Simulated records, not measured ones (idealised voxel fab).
process module | voxel capacitor over wiring
cross-section cut | 150 nm wide | cells 5 nm
A cross-section is a grid of square cells, given in bands from the top down. A band is one or more rows of cells.
Each band's line starts with the height of the band's top and of its bottom, in nm. Then come its materials from left to right, each with its width in nm. One material with "throughout" fills the band from edge to edge. "air" is empty space.
Height 0 is the level under which the wafer as received is all one material. The lowest band goes on downwards, as in "0 down".
A width such as "30 to 40" changes by the same amount from each row of cells to the next, from the band's top row to its bottom row.
"no change" after a step means that no cell of the cross-section changed.
closed voids: empty space of 8 cells or more with no open way to the top, each as width x height at its distance from the left edge, in nm
after a step's settings: what the simulator itself notes on the step
overlay nm, on a step with a mask: how far to the right of its planned place the mask lay; to the left if negative
plan
1 op RECEIVE | material Si
2 op CONFORMAL_DEP | material SiO2 | thk nm 10
3 op DIRECTIONAL_DEP | material TiN | thk nm 5
4 op DIRECTIONAL_DEP | material W | thk nm 15
5 op MASKED_ETCH | tone cover | mask id METAL_1 | width nm 30 | pitch nm 90 | etch materials W | depth nm 15 | overlay nm 0
6 op MASKED_ETCH | tone cover | mask id METAL_1 | width nm 30 | pitch nm 90 | etch materials TiN | depth nm 5 | overlay nm 0
7 op CONFORMAL_DEP | material SiN | thk nm 5
8 op FILL_DEP | material SiO2 | thk nm 5
9 op CMP | height nm 30
10 op CONFORMAL_DEP | material SiCN | thk nm 5
11 op DIRECTIONAL_DEP | material SiO2 | thk nm 10
12 op MASKED_ETCH | tone open | mask id PLUG_1 | width nm 15 | etch materials SiO2 | depth nm 10 | overlay nm 0
13 op MASKED_ETCH | tone open | mask id PLUG_1 | width nm 15 | etch materials SiCN | depth nm 5 | overlay nm 0
14 op EPI | material Ru | thk nm 10
15 op EPI | material Ru | thk nm 5
16 op DIRECTIONAL_DEP | material TiN | thk nm 5
17 op DIRECTIONAL_DEP | material Al2O3 | thk nm 5
18 op DIRECTIONAL_DEP | material TiN | thk nm 10
19 op DIRECTIONAL_DEP | material aC | thk nm 10
20 op PATTERN | tone cover | mask id UPPER_PLATE | material resist | width nm 65 | thk nm 30 | overlay nm 0
21 op DIRECTIONAL_ETCH | etch materials aC | depth nm 10
22 op STRIP | etch materials resist
23 op DIRECTIONAL_ETCH | etch materials TiN | depth nm 10
24 op DIRECTIONAL_ETCH | etch materials Al2O3 | depth nm 5
25 op STRIP | etch materials aC
26 op DIRECTIONAL_DEP | material aC | thk nm 10
27 op PATTERN | tone cover | mask id LOWER_PLATE | material resist | width nm 75 | thk nm 30 | overlay nm 0
28 op DIRECTIONAL_ETCH | etch materials aC | depth nm 10
29 op STRIP | etch materials resist
30 op DIRECTIONAL_ETCH | etch materials TiN | depth nm 5
31 op STRIP | etch materials aC
32 op FILL_DEP | material SiO2 | thk nm 20
33 op CMP | height nm 80
34 op MASKED_ETCH | tone open | mask id PLUG_2 | width nm 15 | etch materials SiO2 | depth nm 15 | overlay nm 0
35 op CONFORMAL_DEP | material TiN | thk nm 5
36 op FILL_DEP | material W | thk nm 5
37 op CMP | height nm 80
38 op CONFORMAL_DEP | material SiN | thk nm 5
first wafer, as planned
as received, after step 1
  0 down: Si throughout
  closed voids: none
after step 2
  10 to 0: SiO2 throughout
  below 0: unchanged
after step 3
  15 to 10: TiN throughout
  below 10: unchanged
after step 4
  30 to 15: W throughout
  below 15: unchanged
after step 5
  30 to 15: air 15 | W 30 | air 60 | W 30 | air 15
  below 15: unchanged
after step 6
  30 to 15: air 15 | W 30 | air 60 | W 30 | air 15
  15 to 10: air 15 | TiN 30 | air 60 | TiN 30 | air 15
  below 10: unchanged
after step 7
  35 to 30: air 10 | SiN 40 | air 50 | SiN 40 | air 10
  30 to 15: air 10 | SiN 5 | W 30 | SiN 5 | air 50 | SiN 5 | W 30 | SiN 5 | air 10
  15 to 10: SiN 15 | TiN 30 | SiN 60 | TiN 30 | SiN 15
  below 10: unchanged
after step 8
  40 to 35: SiO2 throughout
  35 to 30: SiO2 10 | SiN 40 | SiO2 50 | SiN 40 | SiO2 10
  30 to 15: SiO2 10 | SiN 5 | W 30 | SiN 5 | SiO2 50 | SiN 5 | W 30 | SiN 5 | SiO2 10
  below 15: unchanged
after step 9
  30 to 15: SiO2 10 | SiN 5 | W 30 | SiN 5 | SiO2 50 | SiN 5 | W 30 | SiN 5 | SiO2 10
  below 15: unchanged
after step 10
  35 to 30: SiCN throughout
  below 30: unchanged
after step 11
  45 to 35: SiO2 throughout
  below 35: unchanged
after step 12
  45 to 35: SiO2 30 | air 15 | SiO2 105
  below 35: unchanged
after step 13
  45 to 35: SiO2 30 | air 15 | SiO2 105
  35 to 30: SiCN 30 | air 15 | SiCN 105
  below 30: unchanged
after step 14
  45 to 40: SiO2 30 | air 15 | SiO2 105
  40 to 35: SiO2 30 | Ru 15 | SiO2 105
  35 to 30: SiCN 30 | Ru 15 | SiCN 105
  below 30: unchanged
after step 15
  45 to 35: SiO2 30 | Ru 15 | SiO2 105
  below 35: unchanged
after step 16
  50 to 45: TiN throughout
  below 45: unchanged
after step 17
  55 to 50: Al2O3 throughout
  below 50: unchanged
after step 18
  65 to 55: TiN throughout
  below 55: unchanged
after step 19
  75 to 65: aC throughout
  below 65: unchanged
after step 20
  105 to 75: air 30 | resist 65 | air 55
  below 75: unchanged
after step 21
  95 to 75: air 30 | resist 65 | air 55
  75 to 65: air 30 | aC 65 | air 55
  below 65: unchanged
after step 22
  75 to 65: air 30 | aC 65 | air 55
  below 65: unchanged
after step 23
  75 to 65: air 30 | aC 65 | air 55
  65 to 55: air 30 | TiN 65 | air 55
  below 55: unchanged
after step 24
  75 to 65: air 30 | aC 65 | air 55
  65 to 55: air 30 | TiN 65 | air 55
  55 to 50: air 30 | Al2O3 65 | air 55
  below 50: unchanged
after step 25
  65 to 55: air 30 | TiN 65 | air 55
  below 55: unchanged
after step 26
  75 to 65: air 30 | aC 65 | air 55
  65 to 60: air 30 | TiN 65 | air 55
  60 to 55: aC 30 | TiN 65 | aC 55
  55 to 50: aC 30 | Al2O3 65 | aC 55
  below 50: unchanged
after step 27
  105 to 75: air 25 | resist 75 | air 50
  75 to 65: air 25 | resist 5 | aC 65 | resist 5 | air 50
  65 to 60: air 25 | resist 5 | TiN 65 | resist 5 | air 50
  below 60: unchanged
after step 28
  95 to 75: air 25 | resist 75 | air 50
  75 to 65: air 25 | resist 5 | aC 65 | resist 5 | air 50
  65 to 60: air 25 | resist 5 | TiN 65 | resist 5 | air 50
  60 to 55: air 25 | aC 5 | TiN 65 | aC 5 | air 50
  55 to 50: air 25 | aC 5 | Al2O3 65 | aC 5 | air 50
  below 50: unchanged
after step 29
  75 to 65: air 30 | aC 65 | air 55
  65 to 60: air 30 | TiN 65 | air 55
  below 60: unchanged
after step 30
  75 to 65: air 30 | aC 65 | air 55
  65 to 60: air 30 | TiN 65 | air 55
  60 to 55: air 25 | aC 5 | TiN 65 | aC 5 | air 50
  55 to 50: air 25 | aC 5 | Al2O3 65 | aC 5 | air 50
  50 to 45: air 25 | TiN 75 | air 50
  below 45: unchanged
after step 31
  65 to 55: air 30 | TiN 65 | air 55
  55 to 50: air 30 | Al2O3 65 | air 55
  below 50: unchanged
after step 32
  85 to 65: SiO2 throughout
  65 to 55: SiO2 30 | TiN 65 | SiO2 55
  55 to 50: SiO2 30 | Al2O3 65 | SiO2 55
  50 to 45: SiO2 25 | TiN 75 | SiO2 50
  below 45: unchanged
after step 33
  80 to 65: SiO2 throughout
  below 65: unchanged
after step 34
  80 to 65: SiO2 40 | air 15 | SiO2 95
  below 65: unchanged
after step 35
  85 to 80: TiN 45 | air 5 | TiN 100
  80 to 70: SiO2 40 | TiN 5 | air 5 | TiN 5 | SiO2 95
  70 to 65: SiO2 40 | TiN 15 | SiO2 95
  below 65: unchanged
after step 36
  90 to 85: W throughout
  85 to 80: TiN 45 | W 5 | TiN 100
  80 to 70: SiO2 40 | TiN 5 | W 5 | TiN 5 | SiO2 95
  below 70: unchanged
after step 37
  80 to 70: SiO2 40 | TiN 5 | W 5 | TiN 5 | SiO2 95
  below 70: unchanged
after step 38
  85 to 80: SiN throughout
  below 80: unchanged
second wafer: like start, like plan, one mistake. Through step 19 it matches the first wafer
when step 20 should have ended
  105 to 75: air 35 | resist 60 | air 55
  below 75: unchanged
when step 21 should have ended
  95 to 75: air 35 | resist 60 | air 55
  75 to 65: air 35 | aC 60 | air 55
  below 65: unchanged
when step 22 should have ended
  75 to 65: air 35 | aC 60 | air 55
  below 65: unchanged
when step 23 should have ended
  75 to 65: air 35 | aC 60 | air 55
  65 to 55: air 35 | TiN 60 | air 55
  below 55: unchanged
when step 24 should have ended
  75 to 65: air 35 | aC 60 | air 55
  65 to 55: air 35 | TiN 60 | air 55
  55 to 50: air 35 | Al2O3 60 | air 55
  below 50: unchanged
when step 25 should have ended
  65 to 55: air 35 | TiN 60 | air 55
  below 55: unchanged
when step 26 should have ended
  75 to 65: air 35 | aC 60 | air 55
  65 to 60: air 35 | TiN 60 | air 55
  60 to 55: aC 35 | TiN 60 | aC 55
  55 to 50: aC 35 | Al2O3 60 | aC 55
  below 50: unchanged
when step 27 should have ended
  105 to 75: air 25 | resist 75 | air 50
  75 to 65: air 25 | resist 10 | aC 60 | resist 5 | air 50
  65 to 60: air 25 | resist 10 | TiN 60 | resist 5 | air 50
  below 60: unchanged
when step 28 should have ended
  95 to 75: air 25 | resist 75 | air 50
  75 to 65: air 25 | resist 10 | aC 60 | resist 5 | air 50
  65 to 60: air 25 | resist 10 | TiN 60 | resist 5 | air 50
  60 to 55: air 25 | aC 10 | TiN 60 | aC 5 | air 50
  55 to 50: air 25 | aC 10 | Al2O3 60 | aC 5 | air 50
  below 50: unchanged
when step 29 should have ended
  75 to 65: air 35 | aC 60 | air 55
  65 to 60: air 35 | TiN 60 | air 55
  below 60: unchanged
when step 30 should have ended
  75 to 65: air 35 | aC 60 | air 55
  65 to 60: air 35 | TiN 60 | air 55
  60 to 55: air 25 | aC 10 | TiN 60 | aC 5 | air 50
  55 to 50: air 25 | aC 10 | Al2O3 60 | aC 5 | air 50
  50 to 45: air 25 | TiN 75 | air 50
  below 45: unchanged
when step 31 should have ended
  65 to 55: air 35 | TiN 60 | air 55
  55 to 50: air 35 | Al2O3 60 | air 55
  below 50: unchanged
when step 32 should have ended
  85 to 65: SiO2 throughout
  65 to 55: SiO2 35 | TiN 60 | SiO2 55
  55 to 50: SiO2 35 | Al2O3 60 | SiO2 55
  50 to 45: SiO2 25 | TiN 75 | SiO2 50
  below 45: unchanged
when step 33 should have ended
  80 to 65: SiO2 throughout
  below 65: unchanged
when step 34 should have ended
  80 to 65: SiO2 40 | air 15 | SiO2 95
  below 65: unchanged
when step 35 should have ended
  85 to 80: TiN 45 | air 5 | TiN 100
  80 to 70: SiO2 40 | TiN 5 | air 5 | TiN 5 | SiO2 95
  70 to 65: SiO2 40 | TiN 15 | SiO2 95
  below 65: unchanged
when step 36 should have ended
  90 to 85: W throughout
  85 to 80: TiN 45 | W 5 | TiN 100
  80 to 70: SiO2 40 | TiN 5 | W 5 | TiN 5 | SiO2 95
  below 70: unchanged
when step 37 should have ended
  80 to 70: SiO2 40 | TiN 5 | W 5 | TiN 5 | SiO2 95
  below 70: unchanged
when step 38 should have ended
  85 to 80: SiN throughout
  below 80: unchanged
what went wrong: step 20 ran as: op PATTERN | tone cover | mask id UPPER_PLATE | material resist | width nm 60 | thk nm 30 | overlay nm 0
at the end the second wafer has, in cells: 1 fewer of Al2O3 | 3 more of SiO2 | 2 fewer of TiN
